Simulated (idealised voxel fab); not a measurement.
Documented hereafter: the process module known as voxel capacitor over wiring.
Pictured: cross-section cut, 170 nm wide, on a grid of 5 nm square cells.
In what follows, cross-sections appear as grids of square cells, described through bands that run from the top down, where every band is one or more rows of cells. Heads up on the band format: heights come first, top then bottom, in nm. After that it's the materials left to right, each with its width in nm. A single material flagged "edge to edge" fills the whole band edge to edge, and "empty" means there's empty space there. The level at which height equals 0 is the one under which the wafer, as it arrives, is entirely one material. No lower edge exists for the bottom band, which continues downward and is notated as in "0..down". A width such as "30->40" changes by the same amount from each row of cells to the next, from the band's top row to its bottom row. For the purposes of this document, the phrase "left unchanged" attached to a step denotes that no cell within the cross-section was modified by that step. Enclosed voids (no open way to top), threshold 8 cells or more, entry "Sealed void list", notation width x height at distance, distance from left edge, nm. Where a step's line continues beyond its settings, the continuation is a remark by the simulator itself on that step. Each step line may optionally specify "overlay nm", which for a step with a mask gives the rightward distance between the mask's planned place and where it lay, a negative value indicating the leftward direction.
Planned process steps
1,RECEIVE with material Si
2,CONFORMAL_DEP with material SiO2, thk nm 15
3,DIRECTIONAL_DEP with material TiN, thk nm 5
4,DIRECTIONAL_DEP with material W, thk nm 20
5,PATTERN with tone cover, mask id METAL_1, material resist, width nm 20, pitch nm 75, thk nm 15, overlay nm 0
6,DIRECTIONAL_ETCH with etch materials W, depth nm 20
7,DIRECTIONAL_ETCH with etch materials TiN, depth nm 5
8,STRIP with etch materials resist
9,CONFORMAL_DEP with material SiCN, thk nm 5
10,FILL_DEP with material lowk, thk nm 10
11,CMP with height nm 40
12,CONFORMAL_DEP with material SiCN, thk nm 5
13,DIRECTIONAL_DEP with material lowk, thk nm 20
14,MASKED_ETCH with tone open, mask id PLUG_1, width nm 15, etch materials lowk, depth nm 20, overlay nm 0
15,MASKED_ETCH with tone open, mask id PLUG_1, width nm 15, etch materials SiCN, depth nm 5, overlay nm 0
16,EPI with material Ru, thk nm 10
17,EPI with material Ru, thk nm 10
18,EPI with material Ru, thk nm 5
19,DIRECTIONAL_DEP with material TiN, thk nm 10
20,DIRECTIONAL_DEP with material SiN, thk nm 5
21,DIRECTIONAL_DEP with material TiN, thk nm 5
22,DIRECTIONAL_DEP with material aC, thk nm 15
23,PATTERN with tone cover, mask id UPPER_PLATE, material resist, width nm 60, thk nm 30, overlay nm 0
24,DIRECTIONAL_ETCH with etch materials aC, depth nm 15
25,STRIP with etch materials resist
26,DIRECTIONAL_ETCH with etch materials TiN, depth nm 5
27,DIRECTIONAL_ETCH with etch materials SiN, depth nm 5
28,STRIP with etch materials aC
29,DIRECTIONAL_DEP with material aC, thk nm 15
30,PATTERN with tone cover, mask id LOWER_PLATE, material resist, width nm 70, thk nm 30, overlay nm 0
31,DIRECTIONAL_ETCH with etch materials aC, depth nm 15
32,STRIP with etch materials resist
33,DIRECTIONAL_ETCH with etch materials TiN, depth nm 10
34,STRIP with etch materials aC
35,FILL_DEP with material SiO2, thk nm 20
36,CMP with height nm 100
37,MASKED_ETCH with tone open, mask id PLUG_2, width nm 15, etch materials SiO2, depth nm 15, overlay nm 0
38,CONFORMAL_DEP with material TiN, thk nm 5
39,FILL_DEP with material W, thk nm 5
40,CMP with height nm 100
41,CONFORMAL_DEP with material SiCN, thk nm 5
First wafer out of two, processed as planned
As-received wafer cross-section (after step 1)
> 0..down = Si edge to edge
> Sealed void list: none
After step 2, in cross-section
> 15..0 = SiO2 edge to edge
> Beneath the level 0, the cross-section is identical to its previous state.
After step 3, in cross-section
> 20..15 = TiN edge to edge
> Beneath the level 15, the cross-section is identical to its previous state.
After step 4, in cross-section
> 40..20 = W edge to edge
> Beneath the level 20, the cross-section is identical to its previous state.
After step 5, in cross-section
> 55..40 = empty 35 nm, then resist 20 nm, then empty 55 nm, then resist 20 nm, then empty 40 nm
> Beneath the level 40, the cross-section is identical to its previous state.
After step 6, in cross-section
> 55..40 = empty 35 nm, then resist 20 nm, then empty 55 nm, then resist 20 nm, then empty 40 nm
> 40..20 = empty 35 nm, then W 20 nm, then empty 55 nm, then W 20 nm, then empty 40 nm
> Beneath the level 20, the cross-section is identical to its previous state.
After step 7, in cross-section
> 55..40 = empty 35 nm, then resist 20 nm, then empty 55 nm, then resist 20 nm, then empty 40 nm
> 40..20 = empty 35 nm, then W 20 nm, then empty 55 nm, then W 20 nm, then empty 40 nm
> 20..15 = empty 35 nm, then TiN 20 nm, then empty 55 nm, then TiN 20 nm, then empty 40 nm
> Beneath the level 15, the cross-section is identical to its previous state.
After step 8, in cross-section
> 40..20 = empty 35 nm, then W 20 nm, then empty 55 nm, then W 20 nm, then empty 40 nm
> Beneath the level 20, the cross-section is identical to its previous state.
After step 9, in cross-section
> 45..40 = empty 30 nm, then SiCN 30 nm, then empty 45 nm, then SiCN 30 nm, then empty 35 nm
> 40..20 = empty 30 nm, then SiCN 5 nm, then W 20 nm, then SiCN 5 nm, then empty 45 nm, then SiCN 5 nm, then W 20 nm, then SiCN 5 nm, then empty 35 nm
> 20..15 = SiCN 35 nm, then TiN 20 nm, then SiCN 55 nm, then TiN 20 nm, then SiCN 40 nm
> Beneath the level 15, the cross-section is identical to its previous state.
After step 10, in cross-section
> 55..45 = lowk edge to edge
> 45..40 = lowk 30 nm, then SiCN 30 nm, then lowk 45 nm, then SiCN 30 nm, then lowk 35 nm
> 40..20 = lowk 30 nm, then SiCN 5 nm, then W 20 nm, then SiCN 5 nm, then lowk 45 nm, then SiCN 5 nm, then W 20 nm, then SiCN 5 nm, then lowk 35 nm
> Beneath the level 20, the cross-section is identical to its previous state.
After step 11, in cross-section
> 40..20 = lowk 30 nm, then SiCN 5 nm, then W 20 nm, then SiCN 5 nm, then lowk 45 nm, then SiCN 5 nm, then W 20 nm, then SiCN 5 nm, then lowk 35 nm
> Beneath the level 20, the cross-section is identical to its previous state.
After step 12, in cross-section
> 45..40 = SiCN edge to edge
> Beneath the level 40, the cross-section is identical to its previous state.
After step 13, in cross-section
> 65..45 = lowk edge to edge
> Beneath the level 45, the cross-section is identical to its previous state.
After step 14, in cross-section
> 65..45 = lowk 40 nm, then empty 15 nm, then lowk 115 nm
> Beneath the level 45, the cross-section is identical to its previous state.
After step 15, in cross-section
> 65..45 = lowk 40 nm, then empty 15 nm, then lowk 115 nm
> 45..40 = SiCN 40 nm, then empty 15 nm, then SiCN 115 nm
> Beneath the level 40, the cross-section is identical to its previous state.
After step 16, in cross-section
> 65..50 = lowk 40 nm, then empty 15 nm, then lowk 115 nm
> 50..45 = lowk 40 nm, then Ru 15 nm, then lowk 115 nm
> 45..40 = SiCN 40 nm, then Ru 15 nm, then SiCN 115 nm
> Beneath the level 40, the cross-section is identical to its previous state.
After step 17, in cross-section
> 65..60 = lowk 40 nm, then empty 15 nm, then lowk 115 nm
> 60..45 = lowk 40 nm, then Ru 15 nm, then lowk 115 nm
> Beneath the level 45, the cross-section is identical to its previous state.
After step 18, in cross-section
> 65..45 = lowk 40 nm, then Ru 15 nm, then lowk 115 nm
> Beneath the level 45, the cross-section is identical to its previous state.
After step 19, in cross-section
> 75..65 = TiN edge to edge
> Beneath the level 65, the cross-section is identical to its previous state.
After step 20, in cross-section
> 80..75 = SiN edge to edge
> Beneath the level 75, the cross-section is identical to its previous state.
After step 21, in cross-section
> 85..80 = TiN edge to edge
> Beneath the level 80, the cross-section is identical to its previous state.
After step 22, in cross-section
> 100..85 = aC edge to edge
> Beneath the level 85, the cross-section is identical to its previous state.
After step 23, in cross-section
> 130..100 = empty 40 nm, then resist 60 nm, then empty 70 nm
> Beneath the level 100, the cross-section is identical to its previous state.
After step 24, in cross-section
> 115..100 = empty 40 nm, then resist 60 nm, then empty 70 nm
> 100..85 = empty 40 nm, then aC 60 nm, then empty 70 nm
> Beneath the level 85, the cross-section is identical to its previous state.
After step 25, in cross-section
> 100..85 = empty 40 nm, then aC 60 nm, then empty 70 nm
> Beneath the level 85, the cross-section is identical to its previous state.
After step 26, in cross-section
> 100..85 = empty 40 nm, then aC 60 nm, then empty 70 nm
> 85..80 = empty 40 nm, then TiN 60 nm, then empty 70 nm
> Beneath the level 80, the cross-section is identical to its previous state.
After step 27, in cross-section
> 100..85 = empty 40 nm, then aC 60 nm, then empty 70 nm
> 85..80 = empty 40 nm, then TiN 60 nm, then empty 70 nm
> 80..75 = empty 40 nm, then SiN 60 nm, then empty 70 nm
> Beneath the level 75, the cross-section is identical to its previous state.
After step 28, in cross-section
> 85..80 = empty 40 nm, then TiN 60 nm, then empty 70 nm
> Beneath the level 80, the cross-section is identical to its previous state.
After step 29, in cross-section
> 100..90 = empty 40 nm, then aC 60 nm, then empty 70 nm
> 90..85 = aC edge to edge
> 85..80 = aC 40 nm, then TiN 60 nm, then aC 70 nm
> 80..75 = aC 40 nm, then SiN 60 nm, then aC 70 nm
> Beneath the level 75, the cross-section is identical to its previous state.
After step 30, in cross-section
> 130..100 = empty 35 nm, then resist 70 nm, then empty 65 nm
> 100..90 = empty 35 nm, then resist 5 nm, then aC 60 nm, then resist 5 nm, then empty 65 nm
> Beneath the level 90, the cross-section is identical to its previous state.
After step 31, in cross-section
> 115..100 = empty 35 nm, then resist 70 nm, then empty 65 nm
> 100..90 = empty 35 nm, then resist 5 nm, then aC 60 nm, then resist 5 nm, then empty 65 nm
> 90..85 = empty 35 nm, then aC 70 nm, then empty 65 nm
> 85..80 = empty 35 nm, then aC 5 nm, then TiN 60 nm, then aC 5 nm, then empty 65 nm
> 80..75 = empty 35 nm, then aC 5 nm, then SiN 60 nm, then aC 5 nm, then empty 65 nm
> Beneath the level 75, the cross-section is identical to its previous state.
After step 32, in cross-section
> 100..90 = empty 40 nm, then aC 60 nm, then empty 70 nm
> Beneath the level 90, the cross-section is identical to its previous state.
After step 33, in cross-section
> 100..90 = empty 40 nm, then aC 60 nm, then empty 70 nm
> 90..85 = empty 35 nm, then aC 70 nm, then empty 65 nm
> 85..80 = empty 35 nm, then aC 5 nm, then TiN 60 nm, then aC 5 nm, then empty 65 nm
> 80..75 = empty 35 nm, then aC 5 nm, then SiN 60 nm, then aC 5 nm, then empty 65 nm
> 75..65 = empty 35 nm, then TiN 70 nm, then empty 65 nm
> Beneath the level 65, the cross-section is identical to its previous state.
After step 34, in cross-section
> 85..80 = empty 40 nm, then TiN 60 nm, then empty 70 nm
> 80..75 = empty 40 nm, then SiN 60 nm, then empty 70 nm
> Beneath the level 75, the cross-section is identical to its previous state.
After step 35, in cross-section
> 105..85 = SiO2 edge to edge
> 85..80 = SiO2 40 nm, then TiN 60 nm, then SiO2 70 nm
> 80..75 = SiO2 40 nm, then SiN 60 nm, then SiO2 70 nm
> 75..65 = SiO2 35 nm, then TiN 70 nm, then SiO2 65 nm
> Beneath the level 65, the cross-section is identical to its previous state.
After step 36, in cross-section
> 100..85 = SiO2 edge to edge
> Beneath the level 85, the cross-section is identical to its previous state.
After step 37, in cross-section
> 100..85 = SiO2 50 nm, then empty 15 nm, then SiO2 105 nm
> Beneath the level 85, the cross-section is identical to its previous state.
After step 38, in cross-section
> 105..100 = TiN 55 nm, then empty 5 nm, then TiN 110 nm
> 100..90 = SiO2 50 nm, then TiN 5 nm, then empty 5 nm, then TiN 5 nm, then SiO2 105 nm
> 90..80 = SiO2 50->40 nm, then TiN 15->60 nm, then SiO2 105->70 nm
> Beneath the level 80, the cross-section is identical to its previous state.
After step 39, in cross-section
> 110..105 = W edge to edge
> 105..100 = TiN 55 nm, then W 5 nm, then TiN 110 nm
> 100..90 = SiO2 50 nm, then TiN 5 nm, then W 5 nm, then TiN 5 nm, then SiO2 105 nm
> Beneath the level 90, the cross-section is identical to its previous state.
After step 40, in cross-section
> 100..90 = SiO2 50 nm, then TiN 5 nm, then W 5 nm, then TiN 5 nm, then SiO2 105 nm
> Beneath the level 90, the cross-section is identical to its previous state.
After step 41, in cross-section
> 105..100 = SiCN edge to edge
> Beneath the level 100, the cross-section is identical to its previous state.
Wafer two: like wafer one in start and plan, but with one mistake in execution; identical up to and including step 2
X-section, second wafer, when step 3 was due to finish
> 35..15 = W edge to edge
> Beneath the level 15, the cross-section is identical to its previous state.
X-section, second wafer, when step 4 was due to finish
> 40..35 = TiN edge to edge
> Beneath the level 35, the cross-section is identical to its previous state.
X-section, second wafer, when step 5 was due to finish
> 55..40 = empty 35 nm, then resist 20 nm, then empty 55 nm, then resist 20 nm, then empty 40 nm
> Beneath the level 40, the cross-section is identical to its previous state.
X-section, second wafer, when step 6 was due to finish: left unchanged
X-section, second wafer, when step 7 was due to finish
> 55..40 = empty 35 nm, then resist 20 nm, then empty 55 nm, then resist 20 nm, then empty 40 nm
> 40..35 = empty 35 nm, then TiN 20 nm, then empty 55 nm, then TiN 20 nm, then empty 40 nm
> Beneath the level 35, the cross-section is identical to its previous state.
X-section, second wafer, when step 8 was due to finish
> 40..35 = empty 35 nm, then TiN 20 nm, then empty 55 nm, then TiN 20 nm, then empty 40 nm
> Beneath the level 35, the cross-section is identical to its previous state.
X-section, second wafer, when step 9 was due to finish
> 45..40 = empty 30 nm, then SiCN 30 nm, then empty 45 nm, then SiCN 30 nm, then empty 35 nm
> 40..35 = SiCN 35 nm, then TiN 20 nm, then SiCN 55 nm, then TiN 20 nm, then SiCN 40 nm
> Beneath the level 35, the cross-section is identical to its previous state.
X-section, second wafer, when step 10 was due to finish
> 55..45 = lowk edge to edge
> 45..40 = lowk 30 nm, then SiCN 30 nm, then lowk 45 nm, then SiCN 30 nm, then lowk 35 nm
> Beneath the level 40, the cross-section is identical to its previous state.
X-section, second wafer, when step 11 was due to finish
> 40..35 = SiCN 35 nm, then TiN 20 nm, then SiCN 55 nm, then TiN 20 nm, then SiCN 40 nm
> Beneath the level 35, the cross-section is identical to its previous state.
X-section, second wafer, when step 12 was due to finish
> 45..40 = SiCN edge to edge
> Beneath the level 40, the cross-section is identical to its previous state.
X-section, second wafer, when step 13 was due to finish
> 65..45 = lowk edge to edge
> Beneath the level 45, the cross-section is identical to its previous state.
X-section, second wafer, when step 14 was due to finish
> 65..45 = lowk 40 nm, then empty 15 nm, then lowk 115 nm
> Beneath the level 45, the cross-section is identical to its previous state.
X-section, second wafer, when step 15 was due to finish
> 65..45 = lowk 40 nm, then empty 15 nm, then lowk 115 nm
> 45..40 = SiCN 40 nm, then empty 15 nm, then SiCN 115 nm
> Beneath the level 40, the cross-section is identical to its previous state.
X-section, second wafer, when step 16 was due to finish
> 65..50 = lowk 40 nm, then empty 15 nm, then lowk 115 nm
> 50..45 = lowk 40 nm, then Ru 15 nm, then lowk 115 nm
> 45..40 = SiCN 40 nm, then Ru 15 nm, then SiCN 115 nm
> Beneath the level 40, the cross-section is identical to its previous state.
X-section, second wafer, when step 17 was due to finish
> 65..60 = lowk 40 nm, then empty 15 nm, then lowk 115 nm
> 60..45 = lowk 40 nm, then Ru 15 nm, then lowk 115 nm
> Beneath the level 45, the cross-section is identical to its previous state.
X-section, second wafer, when step 18 was due to finish
> 65..45 = lowk 40 nm, then Ru 15 nm, then lowk 115 nm
> Beneath the level 45, the cross-section is identical to its previous state.
X-section, second wafer, when step 19 was due to finish
> 75..65 = TiN edge to edge
> Beneath the level 65, the cross-section is identical to its previous state.
X-section, second wafer, when step 20 was due to finish
> 80..75 = SiN edge to edge
> Beneath the level 75, the cross-section is identical to its previous state.
X-section, second wafer, when step 21 was due to finish
> 85..80 = TiN edge to edge
> Beneath the level 80, the cross-section is identical to its previous state.
X-section, second wafer, when step 22 was due to finish
> 100..85 = aC edge to edge
> Beneath the level 85, the cross-section is identical to its previous state.
X-section, second wafer, when step 23 was due to finish
> 130..100 = empty 40 nm, then resist 60 nm, then empty 70 nm
> Beneath the level 100, the cross-section is identical to its previous state.
X-section, second wafer, when step 24 was due to finish
> 115..100 = empty 40 nm, then resist 60 nm, then empty 70 nm
> 100..85 = empty 40 nm, then aC 60 nm, then empty 70 nm
> Beneath the level 85, the cross-section is identical to its previous state.
X-section, second wafer, when step 25 was due to finish
> 100..85 = empty 40 nm, then aC 60 nm, then empty 70 nm
> Beneath the level 85, the cross-section is identical to its previous state.
X-section, second wafer, when step 26 was due to finish
> 100..85 = empty 40 nm, then aC 60 nm, then empty 70 nm
> 85..80 = empty 40 nm, then TiN 60 nm, then empty 70 nm
> Beneath the level 80, the cross-section is identical to its previous state.
X-section, second wafer, when step 27 was due to finish
> 100..85 = empty 40 nm, then aC 60 nm, then empty 70 nm
> 85..80 = empty 40 nm, then TiN 60 nm, then empty 70 nm
> 80..75 = empty 40 nm, then SiN 60 nm, then empty 70 nm
> Beneath the level 75, the cross-section is identical to its previous state.
X-section, second wafer, when step 28 was due to finish
> 85..80 = empty 40 nm, then TiN 60 nm, then empty 70 nm
> Beneath the level 80, the cross-section is identical to its previous state.
X-section, second wafer, when step 29 was due to finish
> 100..90 = empty 40 nm, then aC 60 nm, then empty 70 nm
> 90..85 = aC edge to edge
> 85..80 = aC 40 nm, then TiN 60 nm, then aC 70 nm
> 80..75 = aC 40 nm, then SiN 60 nm, then aC 70 nm
> Beneath the level 75, the cross-section is identical to its previous state.
X-section, second wafer, when step 30 was due to finish
> 130..100 = empty 35 nm, then resist 70 nm, then empty 65 nm
> 100..90 = empty 35 nm, then resist 5 nm, then aC 60 nm, then resist 5 nm, then empty 65 nm
> Beneath the level 90, the cross-section is identical to its previous state.
X-section, second wafer, when step 31 was due to finish
> 115..100 = empty 35 nm, then resist 70 nm, then empty 65 nm
> 100..90 = empty 35 nm, then resist 5 nm, then aC 60 nm, then resist 5 nm, then empty 65 nm
> 90..85 = empty 35 nm, then aC 70 nm, then empty 65 nm
> 85..80 = empty 35 nm, then aC 5 nm, then TiN 60 nm, then aC 5 nm, then empty 65 nm
> 80..75 = empty 35 nm, then aC 5 nm, then SiN 60 nm, then aC 5 nm, then empty 65 nm
> Beneath the level 75, the cross-section is identical to its previous state.
X-section, second wafer, when step 32 was due to finish
> 100..90 = empty 40 nm, then aC 60 nm, then empty 70 nm
> Beneath the level 90, the cross-section is identical to its previous state.
X-section, second wafer, when step 33 was due to finish
> 100..90 = empty 40 nm, then aC 60 nm, then empty 70 nm
> 90..85 = empty 35 nm, then aC 70 nm, then empty 65 nm
> 85..80 = empty 35 nm, then aC 5 nm, then TiN 60 nm, then aC 5 nm, then empty 65 nm
> 80..75 = empty 35 nm, then aC 5 nm, then SiN 60 nm, then aC 5 nm, then empty 65 nm
> 75..65 = empty 35 nm, then TiN 70 nm, then empty 65 nm
> Beneath the level 65, the cross-section is identical to its previous state.
X-section, second wafer, when step 34 was due to finish
> 85..80 = empty 40 nm, then TiN 60 nm, then empty 70 nm
> 80..75 = empty 40 nm, then SiN 60 nm, then empty 70 nm
> Beneath the level 75, the cross-section is identical to its previous state.
X-section, second wafer, when step 35 was due to finish
> 105..85 = SiO2 edge to edge
> 85..80 = SiO2 40 nm, then TiN 60 nm, then SiO2 70 nm
> 80..75 = SiO2 40 nm, then SiN 60 nm, then SiO2 70 nm
> 75..65 = SiO2 35 nm, then TiN 70 nm, then SiO2 65 nm
> Beneath the level 65, the cross-section is identical to its previous state.
X-section, second wafer, when step 36 was due to finish
> 100..85 = SiO2 edge to edge
> Beneath the level 85, the cross-section is identical to its previous state.
X-section, second wafer, when step 37 was due to finish
> 100..85 = SiO2 50 nm, then empty 15 nm, then SiO2 105 nm
> Beneath the level 85, the cross-section is identical to its previous state.
X-section, second wafer, when step 38 was due to finish
> 105..100 = TiN 55 nm, then empty 5 nm, then TiN 110 nm
> 100..90 = SiO2 50 nm, then TiN 5 nm, then empty 5 nm, then TiN 5 nm, then SiO2 105 nm
> 90..80 = SiO2 50->40 nm, then TiN 15->60 nm, then SiO2 105->70 nm
> Beneath the level 80, the cross-section is identical to its previous state.
X-section, second wafer, when step 39 was due to finish
> 110..105 = W edge to edge
> 105..100 = TiN 55 nm, then W 5 nm, then TiN 110 nm
> 100..90 = SiO2 50 nm, then TiN 5 nm, then W 5 nm, then TiN 5 nm, then SiO2 105 nm
> Beneath the level 90, the cross-section is identical to its previous state.
X-section, second wafer, when step 40 was due to finish
> 100..90 = SiO2 50 nm, then TiN 5 nm, then W 5 nm, then TiN 5 nm, then SiO2 105 nm
> Beneath the level 90, the cross-section is identical to its previous state.
X-section, second wafer, when step 41 was due to finish
> 105..100 = SiCN edge to edge
> Beneath the level 100, the cross-section is identical to its previous state.
It is concluded that the wafer was processed incorrectly with respect to the plan, in that step 4 occupied the plan position of step 3, and the converse holds as well
Final cells, second wafer relative to first, materials higher or lower: 16 fewer of SiCN, 104 more of W, 88 fewer of lowk
